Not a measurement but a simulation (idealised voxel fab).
process module | voxel self aligned vias
cross-section cut | 245 nm wide | cells 5 nm
A cross-section is a grid of square cells, given in bands from the top down. A band is one or more rows of cells.
Each band's line starts with the height of the band's top and of its bottom, in nm. Then come its materials from left to right, each with its width in nm. One material with "throughout" fills the band from edge to edge. "air" is empty space.
Height 0 is the level under which the wafer as received is all one material. The lowest band goes on downwards, as in "0 down".
A width such as "30 to 40" changes by the same amount from each row of cells to the next, from the band's top row to its bottom row.
"no change" after a step means that no cell of the cross-section changed.
closed voids: empty space of 8 cells or more with no open way to the top, each as width x height at its distance from the left edge, in nm
after a step's settings: what the simulator itself notes on the step
overlay nm, on a step with a mask: how far to the right of its planned place the mask lay; to the left if negative
plan
1 op RECEIVE | material Si
2 op CONFORMAL_DEP | material SiO2 | thk nm 10
3 op CONFORMAL_DEP | material SiCN | thk nm 5
4 op DIRECTIONAL_DEP | material lowk | thk nm 25
5 op MASKED_ETCH | tone open | mask id LINES | width nm 25 | pitch nm 75 | etch materials lowk | depth nm 25 | overlay nm 0
6 op CONFORMAL_DEP | material TiN | thk nm 5
7 op FILL_DEP | material Ru | thk nm 10
8 op CMP | height nm 40
9 op SELECTIVE_ETCH | etch materials W Ru TiN | depth nm 5
10 op FILL_DEP | material SiN | thk nm 5
11 op CMP | height nm 40
12 op DIRECTIONAL_DEP | material lowk | thk nm 15
13 op DIRECTIONAL_DEP | material aC | thk nm 10
14 op PATTERN | tone open | mask id VIAS | material resist | width nm 45 | thk nm 25 | overlay nm 0
15 op DIRECTIONAL_ETCH | etch materials aC | depth nm 10
16 op STRIP | etch materials resist
17 op DIRECTIONAL_ETCH | etch materials lowk | depth nm 15
18 op DIRECTIONAL_ETCH | etch materials SiN | depth nm 5
19 op STRIP | etch materials aC
20 op CONFORMAL_DEP | material TiN | thk nm 5
21 op FILL_DEP | material Ru | thk nm 10
22 op CMP | height nm 55
23 op CONFORMAL_DEP | material SiCN | thk nm 5
first wafer, as planned
as received, after step 1
  0 down: Si throughout
  closed voids: none
after step 2
  10 to 0: SiO2 throughout
  below 0: unchanged
after step 3
  15 to 10: SiCN throughout
  below 10: unchanged
after step 4
  40 to 15: lowk throughout
  below 15: unchanged
after step 5
  40 to 15: lowk 70 | air 25 | lowk 50 | air 25 | lowk 75
  below 15: unchanged
after step 6
  45 to 40: TiN 75 | air 15 | TiN 60 | air 15 | TiN 80
  40 to 20: lowk 70 | TiN 5 | air 15 | TiN 5 | lowk 50 | TiN 5 | air 15 | TiN 5 | lowk 75
  20 to 15: lowk 70 | TiN 25 | lowk 50 | TiN 25 | lowk 75
  below 15: unchanged
after step 7
  55 to 45: Ru throughout
  45 to 40: TiN 75 | Ru 15 | TiN 60 | Ru 15 | TiN 80
  40 to 20: lowk 70 | TiN 5 | Ru 15 | TiN 5 | lowk 50 | TiN 5 | Ru 15 | TiN 5 | lowk 75
  below 20: unchanged
after step 8
  40 to 20: lowk 70 | TiN 5 | Ru 15 | TiN 5 | lowk 50 | TiN 5 | Ru 15 | TiN 5 | lowk 75
  below 20: unchanged
after step 9
  40 to 35: lowk 70 | air 25 | lowk 50 | air 25 | lowk 75
  below 35: unchanged
after step 10
  45 to 40: SiN throughout
  40 to 35: lowk 70 | SiN 25 | lowk 50 | SiN 25 | lowk 75
  below 35: unchanged
after step 11
  40 to 35: lowk 70 | SiN 25 | lowk 50 | SiN 25 | lowk 75
  below 35: unchanged
after step 12
  55 to 40: lowk throughout
  below 40: unchanged
after step 13
  65 to 55: aC throughout
  below 55: unchanged
after step 14
  90 to 65: resist 60 | air 45 | resist 140
  below 65: unchanged
after step 15
  80 to 65: resist 60 | air 45 | resist 140
  65 to 55: aC 60 | air 45 | aC 140
  below 55: unchanged
after step 16
  65 to 55: aC 60 | air 45 | aC 140
  below 55: unchanged
after step 17
  65 to 55: aC 60 | air 45 | aC 140
  55 to 40: lowk 60 | air 45 | lowk 140
  below 40: unchanged
after step 18
  65 to 55: aC 60 | air 45 | aC 140
  55 to 40: lowk 60 | air 45 | lowk 140
  40 to 35: lowk 70 | air 25 | lowk 50 | SiN 25 | lowk 75
  below 35: unchanged
after step 19
  55 to 40: lowk 60 | air 45 | lowk 140
  below 40: unchanged
after step 20
  60 to 55: TiN 65 | air 35 | TiN 145
  55 to 45: lowk 60 | TiN 5 | air 35 | TiN 5 | lowk 140
  45 to 40: lowk 60 | TiN 15 | air 15 | TiN 15 | lowk 140
  40 to 35: lowk 70 | TiN 25 | lowk 50 | SiN 25 | lowk 75
  below 35: unchanged
after step 21
  70 to 60: Ru throughout
  60 to 55: TiN 65 | Ru 35 | TiN 145
  55 to 45: lowk 60 | TiN 5 | Ru 35 | TiN 5 | lowk 140
  45 to 40: lowk 60 | TiN 15 | Ru 15 | TiN 15 | lowk 140
  below 40: unchanged
after step 22
  55 to 45: lowk 60 | TiN 5 | Ru 35 | TiN 5 | lowk 140
  below 45: unchanged
after step 23
  60 to 55: SiCN throughout
  below 55: unchanged
second wafer: like start, like plan, one mistake. Through step 1 it matches the first wafer
when step 2 should have ended
  10 to 0: SiN throughout
  below 0: unchanged
when step 3 should have ended
  15 to 10: SiCN throughout
  below 10: unchanged
when step 4 should have ended
  40 to 15: lowk throughout
  below 15: unchanged
when step 5 should have ended
  40 to 15: lowk 70 | air 25 | lowk 50 | air 25 | lowk 75
  below 15: unchanged
when step 6 should have ended
  45 to 40: TiN 75 | air 15 | TiN 60 | air 15 | TiN 80
  40 to 20: lowk 70 | TiN 5 | air 15 | TiN 5 | lowk 50 | TiN 5 | air 15 | TiN 5 | lowk 75
  20 to 15: lowk 70 | TiN 25 | lowk 50 | TiN 25 | lowk 75
  below 15: unchanged
when step 7 should have ended
  55 to 45: Ru throughout
  45 to 40: TiN 75 | Ru 15 | TiN 60 | Ru 15 | TiN 80
  40 to 20: lowk 70 | TiN 5 | Ru 15 | TiN 5 | lowk 50 | TiN 5 | Ru 15 | TiN 5 | lowk 75
  below 20: unchanged
when step 8 should have ended
  40 to 20: lowk 70 | TiN 5 | Ru 15 | TiN 5 | lowk 50 | TiN 5 | Ru 15 | TiN 5 | lowk 75
  below 20: unchanged
when step 9 should have ended
  40 to 35: lowk 70 | air 25 | lowk 50 | air 25 | lowk 75
  below 35: unchanged
when step 10 should have ended
  45 to 40: SiN throughout
  40 to 35: lowk 70 | SiN 25 | lowk 50 | SiN 25 | lowk 75
  below 35: unchanged
when step 11 should have ended
  40 to 35: lowk 70 | SiN 25 | lowk 50 | SiN 25 | lowk 75
  below 35: unchanged
when step 12 should have ended
  55 to 40: lowk throughout
  below 40: unchanged
when step 13 should have ended
  65 to 55: aC throughout
  below 55: unchanged
when step 14 should have ended
  90 to 65: resist 60 | air 45 | resist 140
  below 65: unchanged
when step 15 should have ended
  80 to 65: resist 60 | air 45 | resist 140
  65 to 55: aC 60 | air 45 | aC 140
  below 55: unchanged
when step 16 should have ended
  65 to 55: aC 60 | air 45 | aC 140
  below 55: unchanged
when step 17 should have ended
  65 to 55: aC 60 | air 45 | aC 140
  55 to 40: lowk 60 | air 45 | lowk 140
  below 40: unchanged
when step 18 should have ended
  65 to 55: aC 60 | air 45 | aC 140
  55 to 40: lowk 60 | air 45 | lowk 140
  40 to 35: lowk 70 | air 25 | lowk 50 | SiN 25 | lowk 75
  below 35: unchanged
when step 19 should have ended
  55 to 40: lowk 60 | air 45 | lowk 140
  below 40: unchanged
when step 20 should have ended
  60 to 55: TiN 65 | air 35 | TiN 145
  55 to 45: lowk 60 | TiN 5 | air 35 | TiN 5 | lowk 140
  45 to 40: lowk 60 | TiN 15 | air 15 | TiN 15 | lowk 140
  40 to 35: lowk 70 | TiN 25 | lowk 50 | SiN 25 | lowk 75
  below 35: unchanged
when step 21 should have ended
  70 to 60: Ru throughout
  60 to 55: TiN 65 | Ru 35 | TiN 145
  55 to 45: lowk 60 | TiN 5 | Ru 35 | TiN 5 | lowk 140
  45 to 40: lowk 60 | TiN 15 | Ru 15 | TiN 15 | lowk 140
  below 40: unchanged
when step 22 should have ended
  55 to 45: lowk 60 | TiN 5 | Ru 35 | TiN 5 | lowk 140
  below 45: unchanged
when step 23 should have ended
  60 to 55: SiCN throughout
  below 55: unchanged
what went wrong: step 2 ran as: op CONFORMAL_DEP | material SiN | thk nm 10
at the end the second wafer has, in cells: 98 more of SiN | 98 fewer of SiO2
